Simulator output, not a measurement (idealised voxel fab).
The following is a process module called voxel transistor to metal.
This is section cut - it's 165 nm across, gridded in 5 nm square cells.
Cross-section layout: square cells on a grid; listed as bands, top to bottom; a band spans one or more cell rows.
Band entry format. Leading values: height of top, height of bottom, nm. Remainder: materials in left-to-right order, each with its width in nm. Special words: "throughout" on a single material, which then fills the band edge to edge; "empty", empty space.
Height is counted from the level 0, under which the received wafer is composed throughout of one material. The lowest of the bands is not closed at the bottom but continues downward, in the notation "0 and below".
Width spec "30 to 40" -> top row of cells at first value, bottom row at second value, equal per-row change in between.
"no modification" after a step means that no cell of the cross-section changed.
In "Enclosed empty spaces" the enclosed voids are listed, meaning empty spaces of 8 cells or larger without any opening to the top. The form is width x height at distance, distance from the left edge, units nm.
Anything after a step's settings on that line? It's the simulator's own note about the step.
overlay nm: mask right of planned place by this much (step with mask). Neg. = left.
Before/after cross-section pairs, one process step each; after shown to lowest changed band; step and settings beneath. Pairs may be from different runs of this module on the same starting wafer; a pair continues from the one above only where its "Before the process" entry says so.
**Before the process**
    40 down to 30 | 30 to 75 nm SiCN  105 to 15 nm empty  30 to 75 nm SiCN
    30 down to 25 | 30 nm polySi  45 nm SiCN  15 nm empty  45 nm SiCN  30 nm polySi
    25 down to 5 | 75 nm polySi  15 nm empty  75 nm polySi
    5 down to 0 | 30 nm SiO2  45 nm polySi  15 nm empty  45 nm polySi  30 nm SiO2
    0 down to -5 | SiO2 throughout
    -5 down to -35 | 35 nm SiO2  95 nm Si  35 nm SiO2
    -35 and below | Si throughout
    Enclosed empty spaces: none
**As Processed**
    50 down to 45 | 40 nm SiN  85 nm empty  40 nm SiN
    45 down to 40 | SiN throughout
    40 down to 30 | 30 to 75 nm SiCN  105 to 15 nm SiN  30 to 75 nm SiCN
    30 down to 25 | 30 nm polySi  45 nm SiCN  15 nm SiN  45 nm SiCN  30 nm polySi
    25 down to 5 | 75 nm polySi  15 nm SiN  75 nm polySi
    5 down to 0 | 30 nm SiO2  45 nm polySi  15 nm SiN  45 nm polySi  30 nm SiO2
    Anything lower than 0 is untouched.
    Enclosed empty spaces: none
Process step (between the before and after cross-sections above): CONFORMAL_DEP, material SiN, thk nm 10
Before the process: starting point is the after cross-section of the pair just above.
**As Processed**
    40 down to 35 | 30 nm SiCN  10 nm SiN  85 nm empty  10 nm SiN  30 nm SiCN
    Anything lower than 35 is untouched.
    Enclosed empty spaces: none
Process step (between the before and after cross-sections above): DIRECTIONAL_ETCH, etch materials SiN, depth nm 10
Before the process: starting point is the after cross-section of the pair just above.
**As Processed**
    45 down to 40 | SiO2 throughout
    40 down to 35 | 30 nm SiCN  10 nm SiN  85 nm SiO2  10 nm SiN  30 nm SiCN
    Anything lower than 35 is untouched.
    Enclosed empty spaces: none
Process step (between the before and after cross-sections above): FILL_DEP, material SiO2, thk nm 5
Before the process: starting point is the after cross-section of the pair just above.
**As Processed**
    35 down to 30 | 75 nm SiCN  15 nm SiN  75 nm SiCN
    Anything lower than 30 is untouched.
    Enclosed empty spaces: none
Process step (between the before and after cross-sections above): CMP, height nm 35
Before the process: starting point is the after cross-section of the pair just above.
**As Processed**
    50 down to 35 | SiO2 throughout
    Anything lower than 35 is untouched.
    Enclosed empty spaces: none
Process step (between the before and after cross-sections above): DIRECTIONAL_DEP, material SiO2, thk nm 15
Before the process: starting point is the after cross-section of the pair just above.
**As Processed**
    65 down to 50 | 40 nm resist  30 nm empty  25 nm resist  30 nm empty  40 nm resist
    Anything lower than 50 is untouched.
    Enclosed empty spaces: none
Process step (between the before and after cross-sections above): PATTERN, tone open, mask id CONTACT, material resist, width nm 30, pitch nm 55, thk nm 15, overlay nm 0
Before the process: starting point is the after cross-section of the pair just above.
**As Processed**
    65 down to 50 | 40 nm resist  30 nm empty  25 nm resist  30 nm empty  40 nm resist
    50 down to 35 | 40 nm SiO2  30 nm empty  25 nm SiO2  30 nm empty  40 nm SiO2
    Anything lower than 35 is untouched.
    Enclosed empty spaces: none
Process step (between the before and after cross-sections above): DIRECTIONAL_ETCH, etch materials SiO2, depth nm 35
Before the process: starting point is the after cross-section of the pair just above.
**As Processed**
    50 down to 35 | 40 nm SiO2  30 nm empty  25 nm SiO2  30 nm empty  40 nm SiO2
    Anything lower than 35 is untouched.
    Enclosed empty spaces: none
Process step (between the before and after cross-sections above): STRIP, etch materials resist
Before the process: starting point is the after cross-section of the pair just above.
**As Processed**
    55 down to 50 | 45 nm TiN  20 nm empty  35 nm TiN  20 nm empty  45 nm TiN
    50 down to 40 | 40 nm SiO2  5 nm TiN  20 nm empty  5 nm TiN  25 nm SiO2  5 nm TiN  20 nm empty  5 nm TiN  40 nm SiO2
    40 down to 35 | 40 nm SiO2  30 nm TiN  25 nm SiO2  30 nm TiN  40 nm SiO2
    Anything lower than 35 is untouched.
    Enclosed empty spaces: none
Process step (between the before and after cross-sections above): CONFORMAL_DEP, material TiN, thk nm 5
Before the process: starting point is the after cross-section of the pair just above.
**As Processed**
    65 down to 55 | W throughout
    55 down to 50 | 45 nm TiN  20 nm W  35 nm TiN  20 nm W  45 nm TiN
    50 down to 40 | 40 nm SiO2  5 nm TiN  20 nm W  5 nm TiN  25 nm SiO2  5 nm TiN  20 nm W  5 nm TiN  40 nm SiO2
    Anything lower than 40 is untouched.
    Enclosed empty spaces: none
Process step (between the before and after cross-sections above): FILL_DEP, material W, thk nm 10
Before the process: starting point is the after cross-section of the pair just above.
**As Processed**
    50 down to 40 | 40 nm SiO2  5 nm TiN  20 nm W  5 nm TiN  25 nm SiO2  5 nm TiN  20 nm W  5 nm TiN  40 nm SiO2
    Anything lower than 40 is untouched.
    Enclosed empty spaces: none
Process step (between the before and after cross-sections above): CMP, height nm 50
Before the process: starting point is the after cross-section of the pair just above.
**As Processed**
    55 down to 50 | SiCN throughout
    Anything lower than 50 is untouched.
    Enclosed empty spaces: none
Process step (between the before and after cross-sections above): CONFORMAL_DEP, material SiCN, thk nm 5
Before the process: starting point is the after cross-section of the pair just above.
**As Processed**
    80 down to 55 | SiO2 throughout
    Anything lower than 55 is untouched.
    Enclosed empty spaces: none
Process step (between the before and after cross-sections above): DIRECTIONAL_DEP, material SiO2, thk nm 25
Before the process: starting point is the after cross-section of the pair just above.
**As Processed**
    90 down to 80 | aC throughout
    Anything lower than 80 is untouched.
    Enclosed empty spaces: none
Process step (between the before and after cross-sections above): DIRECTIONAL_DEP, material aC, thk nm 10
Before the process: starting point is the after cross-section of the pair just above.
**As Processed**
    115 down to 90 | 40 nm resist  20 nm empty  45 nm resist  20 nm empty  40 nm resist
    Anything lower than 90 is untouched.
    Enclosed empty spaces: none
Process step (between the before and after cross-sections above): PATTERN, tone open, mask id METAL_1, material resist, width nm 20, pitch nm 65, thk nm 25, overlay nm 0
Before the process: starting point is the after cross-section of the pair just above.
**As Processed**
    105 down to 90 | 40 nm resist  20 nm empty  45 nm resist  20 nm empty  40 nm resist
    90 down to 80 | 40 nm aC  20 nm empty  45 nm aC  20 nm empty  40 nm aC
    Anything lower than 80 is untouched.
    Enclosed empty spaces: none
Process step (between the before and after cross-sections above): DIRECTIONAL_ETCH, etch materials aC, depth nm 10
Before the process: starting point is the after cross-section of the pair just above.
**As Processed**
    90 down to 80 | 40 nm aC  20 nm empty  45 nm aC  20 nm empty  40 nm aC
    Anything lower than 80 is untouched.
    Enclosed empty spaces: none
Process step (between the before and after cross-sections above): STRIP, etch materials resist
Before the process: starting point is the after cross-section of the pair just above.
**As Processed**
    90 down to 80 | 40 nm aC  20 nm empty  45 nm aC  20 nm empty  40 nm aC
    80 down to 55 | 40 nm SiO2  20 nm empty  45 nm SiO2  20 nm empty  40 nm SiO2
    Anything lower than 55 is untouched.
    Enclosed empty spaces: none
Process step (between the before and after cross-sections above): DIRECTIONAL_ETCH, etch materials SiO2, depth nm 25
Before the process: starting point is the after cross-section of the pair just above.
**As Processed**
    90 down to 80 | 40 nm aC  20 nm empty  45 nm aC  20 nm empty  40 nm aC
    80 down to 55 | 40 nm SiO2  20 nm empty  45 nm SiO2  20 nm empty  40 nm SiO2
    55 down to 50 | 40 nm SiCN  20 nm empty  45 nm SiCN  20 nm empty  40 nm SiCN
    Anything lower than 50 is untouched.
    Enclosed empty spaces: none
Process step (between the before and after cross-sections above): DIRECTIONAL_ETCH, etch materials SiCN, depth nm 5
Before the process: starting point is the after cross-section of the pair just above.
**As Processed**
    80 down to 55 | 40 nm SiO2  20 nm empty  45 nm SiO2  20 nm empty  40 nm SiO2
    Anything lower than 55 is untouched.
    Enclosed empty spaces: none
Process step (between the before and after cross-sections above): STRIP, etch materials aC
Before the process: starting point is the after cross-section of the pair just above.
**As Processed**
    85 down to 80 | 45 nm TiN  10 nm empty  55 nm TiN  10 nm empty  45 nm TiN
    80 down to 55 | 40 nm SiO2  5 nm TiN  10 nm empty  5 nm TiN  45 nm SiO2  5 nm TiN  10 nm empty  5 nm TiN  40 nm SiO2
    55 down to 50 | 40 nm SiCN  20 nm TiN  45 nm SiCN  20 nm TiN  40 nm SiCN
    Anything lower than 50 is untouched.
    Enclosed empty spaces: none
Process step (between the before and after cross-sections above): CONFORMAL_DEP, material TiN, thk nm 5
Before the process: starting point is the after cross-section of the pair just above.
**As Processed**
    90 down to 85 | Cu throughout
    85 down to 80 | 45 nm TiN  10 nm Cu  55 nm TiN  10 nm Cu  45 nm TiN
    80 down to 55 | 40 nm SiO2  5 nm TiN  10 nm Cu  5 nm TiN  45 nm SiO2  5 nm TiN  10 nm Cu  5 nm TiN  40 nm SiO2
    Anything lower than 55 is untouched.
    Enclosed empty spaces: none
Process step (between the before and after cross-sections above): FILL_DEP, material Cu, thk nm 5
Before the process: starting point is the after cross-section of the pair just above.
**As Processed**
    80 down to 55 | 40 nm SiO2  5 nm TiN  10 nm Cu  5 nm TiN  45 nm SiO2  5 nm TiN  10 nm Cu  5 nm TiN  40 nm SiO2
    Anything lower than 55 is untouched.
    Enclosed empty spaces: none
Process step (between the before and after cross-sections above): CMP, height nm 80
Before the process: starting point is the after cross-section of the pair just above.
**As Processed**
    85 down to 80 | SiCN throughout
    Anything lower than 80 is untouched.
    Enclosed empty spaces: none
Process step (between the before and after cross-sections above): CONFORMAL_DEP, material SiCN, thk nm 5
Before the process: starting point is the after cross-section of the pair just above.
**As Processed**
    115 down to 85 | SiO2 throughout
    Anything lower than 85 is untouched.
    Enclosed empty spaces: none
Process step (between the before and after cross-sections above): DIRECTIONAL_DEP, material SiO2, thk nm 30
Before the process: starting point is the after cross-section of the pair just above.
**As Processed**
    130 down to 115 | aC throughout
    Anything lower than 115 is untouched.
    Enclosed empty spaces: none
Process step (between the before and after cross-sections above): DIRECTIONAL_DEP, material aC, thk nm 15
Before the process: starting point is the after cross-section of the pair just above.
**As Processed**
    165 down to 130 | 40 nm resist  20 nm empty  45 nm resist  20 nm empty  40 nm resist
    Anything lower than 130 is untouched.
    Enclosed empty spaces: none
Process step (between the before and after cross-sections above): PATTERN, tone open, mask id METAL_2, material resist, width nm 20, pitch nm 65, thk nm 35, overlay nm 0
Before the process: starting point is the after cross-section of the pair just above.
**As Processed**
    150 down to 130 | 40 nm resist  20 nm empty  45 nm resist  20 nm empty  40 nm resist
    130 down to 115 | 40 nm aC  20 nm empty  45 nm aC  20 nm empty  40 nm aC
    Anything lower than 115 is untouched.
    Enclosed empty spaces: none
Process step (between the before and after cross-sections above): DIRECTIONAL_ETCH, etch materials aC, depth nm 15
Before the process: starting point is the after cross-section of the pair just above.
**As Processed**
    130 down to 115 | 40 nm aC  20 nm empty  45 nm aC  20 nm empty  40 nm aC
    Anything lower than 115 is untouched.
    Enclosed empty spaces: none
Process step (between the before and after cross-sections above): STRIP, etch materials resist
Before the process: starting point is the after cross-section of the pair just above.
**As Processed**
    130 down to 115 | 40 nm aC  20 nm empty  45 nm aC  20 nm empty  40 nm aC
    115 down to 100 | 40 nm SiO2  20 nm empty  45 nm SiO2  20 nm empty  40 nm SiO2
    Anything lower than 100 is untouched.
    Enclosed empty spaces: none
Process step (between the before and after cross-sections above): DIRECTIONAL_ETCH, etch materials SiO2, depth nm 15
Before the process: starting point is the after cross-section of the pair just above.
**As Processed**
    115 down to 100 | 40 nm SiO2  20 nm empty  45 nm SiO2  20 nm empty  40 nm SiO2
    Anything lower than 100 is untouched.
    Enclosed empty spaces: none
Process step (between the before and after cross-sections above): STRIP, etch materials aC
Before the process: starting point is the after cross-section of the pair just above.
**As Processed**
    115 down to 100 | 40 nm SiO2  20 nm empty  45 nm SiO2  20 nm empty  40 nm SiO2
    100 down to 85 | 40 nm SiO2  15 nm empty  50 nm SiO2  15 nm empty  45 nm SiO2
    Anything lower than 85 is untouched.
    Enclosed empty spaces: none
Process step (between the before and after cross-sections above): MASKED_ETCH, tone open, mask id METAL_2_HOLES, width nm 15, pitch nm 65, etch materials SiO2, depth nm 15, overlay nm 0
Before the process: starting point is the after cross-section of the pair just above.
**As Processed**
    115 down to 100 | 40 nm SiO2  20 nm empty  45 nm SiO2  20 nm empty  40 nm SiO2
    100 down to 85 | 40 nm SiO2  15 nm empty  50 nm SiO2  15 nm empty  45 nm SiO2
    85 down to 80 | 40 nm SiCN  15 nm empty  50 nm SiCN  15 nm empty  45 nm SiCN
    Anything lower than 80 is untouched.
    Enclosed empty spaces: none
Process step (between the before and after cross-sections above): MASKED_ETCH, tone open, mask id METAL_2_HOLES, width nm 15, pitch nm 65, etch materials SiCN, depth nm 5, overlay nm 0
Before the process: starting point is the after cross-section of the pair just above.
**As Processed**
    120 down to 115 | 45 nm TiN  10 nm empty  55 nm TiN  10 nm empty  45 nm TiN
    115 down to 105 | 40 nm SiO2  5 nm TiN  10 nm empty  5 nm TiN  45 nm SiO2  5 nm TiN  10 nm empty  5 nm TiN  40 nm SiO2
    105 down to 100 | 40 nm SiO2  5 nm TiN  5 nm empty  10 nm TiN  45 nm SiO2  5 nm TiN  5 nm empty  10 nm TiN  40 nm SiO2
    100 down to 85 | 40 nm SiO2  5 nm TiN  5 nm empty  5 nm TiN  50 nm SiO2  5 nm TiN  5 nm empty  5 nm TiN  45 nm SiO2
    85 down to 80 | 40 nm SiCN  15 nm TiN  50 nm SiCN  15 nm TiN  45 nm SiCN
    Anything lower than 80 is untouched.
    Enclosed empty spaces: none
Process step (between the before and after cross-sections above): CONFORMAL_DEP, material TiN, thk nm 5
Before the process: starting point is the after cross-section of the pair just above.
**As Processed**
    125 down to 120 | Cu throughout
    120 down to 115 | 45 nm TiN  10 nm Cu  55 nm TiN  10 nm Cu  45 nm TiN
    115 down to 105 | 40 nm SiO2  5 nm TiN  10 nm Cu  5 nm TiN  45 nm SiO2  5 nm TiN  10 nm Cu  5 nm TiN  40 nm SiO2
    105 down to 100 | 40 nm SiO2  5 nm TiN  5 nm Cu  10 nm TiN  45 nm SiO2  5 nm TiN  5 nm Cu  10 nm TiN  40 nm SiO2
    100 down to 85 | 40 nm SiO2  5 nm TiN  5 nm Cu  5 nm TiN  50 nm SiO2  5 nm TiN  5 nm Cu  5 nm TiN  45 nm SiO2
    Anything lower than 85 is untouched.
    Enclosed empty spaces: none
Process step (between the before and after cross-sections above): FILL_DEP, material Cu, thk nm 5
Before the process: starting point is the after cross-section of the pair just above.
**As Processed**
    115 down to 105 | 40 nm SiO2  5 nm TiN  10 nm Cu  5 nm TiN  45 nm SiO2  5 nm TiN  10 nm Cu  5 nm TiN  40 nm SiO2
    Anything lower than 105 is untouched.
    Enclosed empty spaces: none
Process step (between the before and after cross-sections above): CMP, height nm 115
Before the process: starting point is the after cross-section of the pair just above.
**As Processed**
    120 down to 115 | SiN throughout
    Anything lower than 115 is untouched.
    Enclosed empty spaces: none
Process step (between the before and after cross-sections above): CONFORMAL_DEP, material SiN, thk nm 5
